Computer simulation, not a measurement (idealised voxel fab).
The name of this process module is voxel ribs on slabs.
Shown is cross-section cut, with a width of 155 nm and square cells of size 5 nm.
Cross-section, as written here: a square-cell grid given band by band from the top down, where a band holds one or more rows of cells.
The band entry comprises the height of the band's top followed by the height of its bottom, expressed in nm, and subsequently the band's materials from left to right, each stated together with its width in nm. Where a single material is marked with the word "full width", that material fills the band from edge to edge. The word "air" represents empty space.
Heights are measured from 0, the level below which the as-received wafer is all one material; the lowest band has no bottom and continues downward, written as in "0 and below".
With a width like "30 to 40", each row of cells in the band differs from the next by the same amount, the top row carrying the first number and the bottom row the second.
No cell of the cross-section changed in a step that is given as "same as before".
The entry titled "Sealed internal cavities" provides the empty spaces that have no open way to the top, restricted to those of 8 cells or more. Each is presented as width x height at distance, the distance being measured from the left edge, with all three in nm.
Heads up: the bit after the settings on a step's line is the simulator's remark on that step.
overlay nm, on a step with a mask: how far to the right of its planned place the mask lay; to the left if negative

-- List of planned process steps
step 1: op RECEIVE | material Si
step 2: op DIRECTIONAL_DEP | material SiO2 | thk nm 25
step 3: op DIRECTIONAL_DEP | material SiN | thk nm 15
step 4: op PATTERN | tone cover | mask id RIB | material resist | width nm 15 | thk nm 15 | overlay nm 0
step 5: op DIRECTIONAL_ETCH | etch materials SiN | depth nm 10
step 6: op STRIP | etch materials resist
step 7: op MASKED_ETCH | tone cover | mask id SLAB | width nm 65 | etch materials SiN | depth nm 5 | overlay nm 0
step 8: op FILL_DEP | material SiO2 | thk nm 20
step 9: op CMP | height nm 55
step 10: op DIRECTIONAL_DEP | material W | thk nm 10
step 11: op MASKED_ETCH | tone cover | mask id HEATER | width nm 25 | etch materials W | depth nm 10 | overlay nm 0
step 12: op CONFORMAL_DEP | material SiO2 | thk nm 10

-- Cross-section of the incoming wafer, state after step 1
    0 and below  Si full width
    Sealed internal cavities: none

-- Look at the cross-section after the module: the wafer started out the way shown above and the plan was the one shown above, yet one mistake was made along the way
    75 down to 65  55 air, then 45 SiO2, then 55 air
    65 down to 55  65 SiO2, then 25 W, then 65 SiO2
    55 down to 15  SiO2 full width
    15 down to 0  SiN full width
    0 and below  Si full width
    Sealed internal cavities: none
What was done differently from what was planned? mixed up steps 2 and 3 - ran each in the other's place
